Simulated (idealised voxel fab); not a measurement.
process module | voxel ribs on slabs
Displayed cross-section: cut, width of 290 nm, square cells sized 5 nm.
A cross-section in this document is a grid of square cells, and it is written down as bands, the top band listed before the ones below it; a band is made up of one or more rows of cells.
First you get the band's top height and its bottom height, in nm, and then the materials it's made of, left to right, with each width in nm. If you see a single material with "full width", that one covers the band edge to edge. "air" is empty space.
Beneath 0, the wafer as received is one material, and that level is where height counting begins. The lowest band goes on downward without a bottom; it is written like "z 0 and below".
A width such as "30 to 40" changes by the same amount from each row of cells to the next, from the band's top row to its bottom row.
"everything unchanged" for a step: no cell of the cross-section changed in that step.
Listed in "Enclosed void list": every empty space of 8 or more cells without an open way to the top. Form: width x height at distance, the distance being from the left edge, all in nm.
Text after the settings on a step's line: the simulator's own remark on that step.
overlay nm: right-of-plan distance of the mask on a masked step; negative values mean left-of-plan.
**The planned process steps are enumerated hereunder**
step 1: RECEIVE with material Si
step 2: DIRECTIONAL_DEP with material SiO2, thk nm 25
step 3: DIRECTIONAL_DEP with material SiN, thk nm 15
step 4: DIRECTIONAL_DEP with material aC, thk nm 15
step 5: PATTERN with tone cover, mask id RIB, material resist, width nm 25, thk nm 30, overlay nm 0
step 6: DIRECTIONAL_ETCH with etch materials aC, depth nm 15
step 7: STRIP with etch materials resist
step 8: DIRECTIONAL_ETCH with etch materials SiN, depth nm 10
step 9: STRIP with etch materials aC
step 10: DIRECTIONAL_DEP with material aC, thk nm 10
step 11: PATTERN with tone cover, mask id SLAB, material resist, width nm 85, thk nm 25, overlay nm 0
step 12: DIRECTIONAL_ETCH with etch materials aC, depth nm 10
step 13: STRIP with etch materials resist
step 14: DIRECTIONAL_ETCH with etch materials SiN, depth nm 5
step 15: STRIP with etch materials aC
step 16: FILL_DEP with material SiO2, thk nm 15
step 17: CMP with height nm 50
step 18: DIRECTIONAL_DEP with material TiN, thk nm 10
step 19: DIRECTIONAL_DEP with material aC, thk nm 15
step 20: PATTERN with tone cover, mask id HEATER, material resist, width nm 35, thk nm 30, overlay nm 0
step 21: DIRECTIONAL_ETCH with etch materials aC, depth nm 15
step 22: STRIP with etch materials resist
step 23: DIRECTIONAL_ETCH with etch materials TiN, depth nm 10
step 24: STRIP with etch materials aC
step 25: CONFORMAL_DEP with material SiN, thk nm 10
**First wafer out of two, processed as planned**
**Incoming wafer in cross-section (state: after step 1)**
  z 0 and below | Si full width
  Enclosed void list: none
**Wafer after step 2 (cross-section)**
  z 25 to 0 | SiO2 full width
  Under the height 0 nothing was changed.
**Wafer after step 3 (cross-section)**
  z 40 to 25 | SiN full width
  Under the height 25 nothing was changed.
**Wafer after step 4 (cross-section)**
  z 55 to 40 | aC full width
  Under the height 40 nothing was changed.
**Wafer after step 5 (cross-section)**
  z 85 to 55 | air 130 | resist 25 | air 135
  Under the height 55 nothing was changed.
**Wafer after step 6 (cross-section)**
  z 70 to 55 | air 130 | resist 25 | air 135
  z 55 to 40 | air 130 | aC 25 | air 135
  Under the height 40 nothing was changed.
**Wafer after step 7 (cross-section)**
  z 55 to 40 | air 130 | aC 25 | air 135
  Under the height 40 nothing was changed.
**Wafer after step 8 (cross-section)**
  z 55 to 40 | air 130 | aC 25 | air 135
  z 40 to 30 | air 130 | SiN 25 | air 135
  Under the height 30 nothing was changed.
**Wafer after step 9 (cross-section)**
  z 40 to 30 | air 130 | SiN 25 | air 135
  Under the height 30 nothing was changed.
**Wafer after step 10 (cross-section)**
  z 50 to 40 | air 130 | aC 25 | air 135
  z 40 to 30 | aC 130 | SiN 25 | aC 135
  Under the height 30 nothing was changed.
**Wafer after step 11 (cross-section)**
  z 75 to 50 | air 100 | resist 85 | air 105
  z 50 to 40 | air 100 | resist 30 | aC 25 | resist 30 | air 105
  Under the height 40 nothing was changed.
**Wafer after step 12 (cross-section)**
  z 65 to 50 | air 100 | resist 85 | air 105
  z 50 to 40 | air 100 | resist 30 | aC 25 | resist 30 | air 105
  z 40 to 30 | air 100 | aC 30 | SiN 25 | aC 30 | air 105
  Under the height 30 nothing was changed.
**Wafer after step 13 (cross-section)**
  z 50 to 40 | air 130 | aC 25 | air 135
  Under the height 40 nothing was changed.
**Wafer after step 14 (cross-section)**
  z 50 to 40 | air 130 | aC 25 | air 135
  z 40 to 30 | air 100 | aC 30 | SiN 25 | aC 30 | air 105
  z 30 to 25 | air 100 | SiN 85 | air 105
  Under the height 25 nothing was changed.
**Wafer after step 15 (cross-section)**
  z 40 to 30 | air 130 | SiN 25 | air 135
  Under the height 30 nothing was changed.
**Wafer after step 16 (cross-section)**
  z 55 to 40 | SiO2 full width
  z 40 to 30 | SiO2 130 | SiN 25 | SiO2 135
  z 30 to 25 | SiO2 100 | SiN 85 | SiO2 105
  Under the height 25 nothing was changed.
**Wafer after step 17 (cross-section)**
  z 50 to 40 | SiO2 full width
  Under the height 40 nothing was changed.
**Wafer after step 18 (cross-section)**
  z 60 to 50 | TiN full width
  Under the height 50 nothing was changed.
**Wafer after step 19 (cross-section)**
  z 75 to 60 | aC full width
  Under the height 60 nothing was changed.
**Wafer after step 20 (cross-section)**
  z 105 to 75 | air 125 | resist 35 | air 130
  Under the height 75 nothing was changed.
**Wafer after step 21 (cross-section)**
  z 90 to 75 | air 125 | resist 35 | air 130
  z 75 to 60 | air 125 | aC 35 | air 130
  Under the height 60 nothing was changed.
**Wafer after step 22 (cross-section)**
  z 75 to 60 | air 125 | aC 35 | air 130
  Under the height 60 nothing was changed.
**Wafer after step 23 (cross-section)**
  z 75 to 60 | air 125 | aC 35 | air 130
  z 60 to 50 | air 125 | TiN 35 | air 130
  Under the height 50 nothing was changed.
**Wafer after step 24 (cross-section)**
  z 60 to 50 | air 125 | TiN 35 | air 130
  Under the height 50 nothing was changed.
**Wafer after step 25 (cross-section)**
  z 70 to 60 | air 115 | SiN 55 | air 120
  z 60 to 50 | SiN 125 | TiN 35 | SiN 130
  Under the height 50 nothing was changed.
**Second of two: same start, same plan, one run error; steps up to and including 19 match the first**
**The second wafer cut through, at the time step 20 was supposed to be finished**
  z 105 to 75 | resist 125 | air 35 | resist 130
  Under the height 75 nothing was changed.
**The second wafer cut through, at the time step 21 was supposed to be finished**
  z 90 to 75 | resist 125 | air 35 | resist 130
  z 75 to 60 | aC 125 | air 35 | aC 130
  Under the height 60 nothing was changed.
**The second wafer cut through, at the time step 22 was supposed to be finished**
  z 75 to 60 | aC 125 | air 35 | aC 130
  Under the height 60 nothing was changed.
**The second wafer cut through, at the time step 23 was supposed to be finished**
  z 75 to 60 | aC 125 | air 35 | aC 130
  z 60 to 50 | TiN 125 | air 35 | TiN 130
  Under the height 50 nothing was changed.
**The second wafer cut through, at the time step 24 was supposed to be finished**
  z 60 to 50 | TiN 125 | air 35 | TiN 130
  Under the height 50 nothing was changed.
**The second wafer cut through, at the time step 25 was supposed to be finished**
  z 70 to 60 | SiN 135 | air 15 | SiN 140
  z 60 to 50 | TiN 125 | SiN 35 | TiN 130
  Under the height 50 nothing was changed.
Which mistake was made when the wafer was run? step 20 was run on a setting that differed from the plan, and what really ran there is PATTERN with tone open, mask id HEATER, material resist, width nm 35, thk nm 30, overlay nm 0
Upon completion, the second wafer contains, in terms of cells, a greater or smaller amount of certain materials than the first wafer: 88 more of TiN
